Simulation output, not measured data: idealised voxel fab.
Presented below is a process module, voxel self aligned vias.
For reference, the cross-section in this document is cut, with width 280 nm and square cells of 5 nm.
Reading order for cross-sections: top band down to bottom band. Underlying form: a grid of square cells. Band size: one or more rows of cells. Per band: top height and bottom height in nm, followed by the left-to-right materials and their widths in nm; "throughout" marks a single material spanning edge to edge, "blank" marks empty space. Convention: height 0 is the level below which the wafer, as received, is all one material. The lowest band does not terminate at the bottom but continues downward, represented as "0 nm and below". The expression "30 to 40" gives the width at the extremes of the band, the first number at its top row of cells and the second at its bottom row, with the width changing by equal amounts from each row to the next in between. Take "left unchanged" at face value: in the step it is given for, the cross-section changed in none of its cells. Entry "Fully sealed voids" = empty spaces >= 8 cells with no open way to the top; each as width x height at distance, distance from left edge, all nm. Read whatever lies past the settings on a step's line as the simulator's own remark about the step. When a step includes a mask, the "overlay nm" setting on its line states how far to the right of its planned place that mask lay, and negative values state how far to the left.
## Listed below are the process steps as planned
step 1: op RECEIVE | material Si
step 2: op CONFORMAL_DEP | material SiO2 | thk nm 10
step 3: op CONFORMAL_DEP | material SiCN | thk nm 5
step 4: op DIRECTIONAL_DEP | material lowk | thk nm 25
step 5: op MASKED_ETCH | tone open | mask id LINES | width nm 20 | pitch nm 45 | etch materials lowk | depth nm 25 | overlay nm 0
step 6: op CONFORMAL_DEP | material TiN | thk nm 5
step 7: op FILL_DEP | material W | thk nm 10
step 8: op CMP | height nm 40
step 9: op SELECTIVE_ETCH | etch materials W Ru TiN | depth nm 5
step 10: op FILL_DEP | material SiN | thk nm 5
step 11: op CMP | height nm 40
step 12: op DIRECTIONAL_DEP | material lowk | thk nm 15
step 13: op PATTERN | tone open | mask id VIAS | material resist | width nm 30 | thk nm 20 | overlay nm 0
step 14: op DIRECTIONAL_ETCH | etch materials lowk | depth nm 15
step 15: op DIRECTIONAL_ETCH | etch materials SiN | depth nm 5
step 16: op STRIP | etch materials resist
step 17: op CONFORMAL_DEP | material TiN | thk nm 5
step 18: op FILL_DEP | material Ru | thk nm 10
step 19: op CMP | height nm 55
step 20: op CONFORMAL_DEP | material SiCN | thk nm 5
## as received, after step 1
    0 nm and below = Si throughout
    Fully sealed voids: none
## First wafer of two, sectioned at end of module; run went per plan
    60 nm to 55 nm = SiCN throughout
    55 nm to 45 nm = 100 of lowk, then 5 of TiN, then 20 of Ru, then 5 of TiN, then 150 of lowk
    45 nm to 40 nm = 100 of lowk, then 10 of TiN, then 10 of Ru, then 10 of TiN, then 150 of lowk
    40 nm to 35 nm = 105 of lowk, then 20 of TiN, then 25 of lowk, then 20 of SiN, then 110 of lowk
    35 nm to 20 nm = 105 of lowk, then 5 of TiN, then 10 of W, then 5 of TiN, then 25 of lowk, then 5 of TiN, then 10 of W, then 5 of TiN, then 110 of lowk
    20 nm to 15 nm = 105 of lowk, then 20 of TiN, then 25 of lowk, then 20 of TiN, then 110 of lowk
    15 nm to 10 nm = SiCN throughout
    10 nm to 0 nm = SiO2 throughout
    0 nm and below = Si throughout
    Fully sealed voids: none
## Presented here is a cross-section of the second of the two wafers as it stood at the end of the module. It was started in the same manner and assigned the same plan as the first wafer; however, one mistake was made in its execution
    60 nm to 55 nm = SiCN throughout
    55 nm to 50 nm = 100 of SiN, then 30 of TiN, then 150 of SiN
    50 nm to 40 nm = SiN throughout
    40 nm to 35 nm = 105 of lowk, then 20 of SiN, then 25 of lowk, then 20 of SiN, then 110 of lowk
    35 nm to 20 nm = 105 of lowk, then 5 of TiN, then 10 of W, then 5 of TiN, then 25 of lowk, then 5 of TiN, then 10 of W, then 5 of TiN, then 110 of lowk
    20 nm to 15 nm = 105 of lowk, then 20 of TiN, then 25 of lowk, then 20 of TiN, then 110 of lowk
    15 nm to 10 nm = SiCN throughout
    10 nm to 0 nm = SiO2 throughout
    0 nm and below = Si throughout
    Fully sealed voids: none
Plan not followed: in deviation from the planned setting, step 12 was conducted as op DIRECTIONAL_DEP | material SiN | thk nm 15
Heads up, by the end the second wafer has more or fewer cells of some materials compared to the first: Ru: 10 fewer; SiN: 166 more; TiN: 6 fewer; lowk: 150 fewer
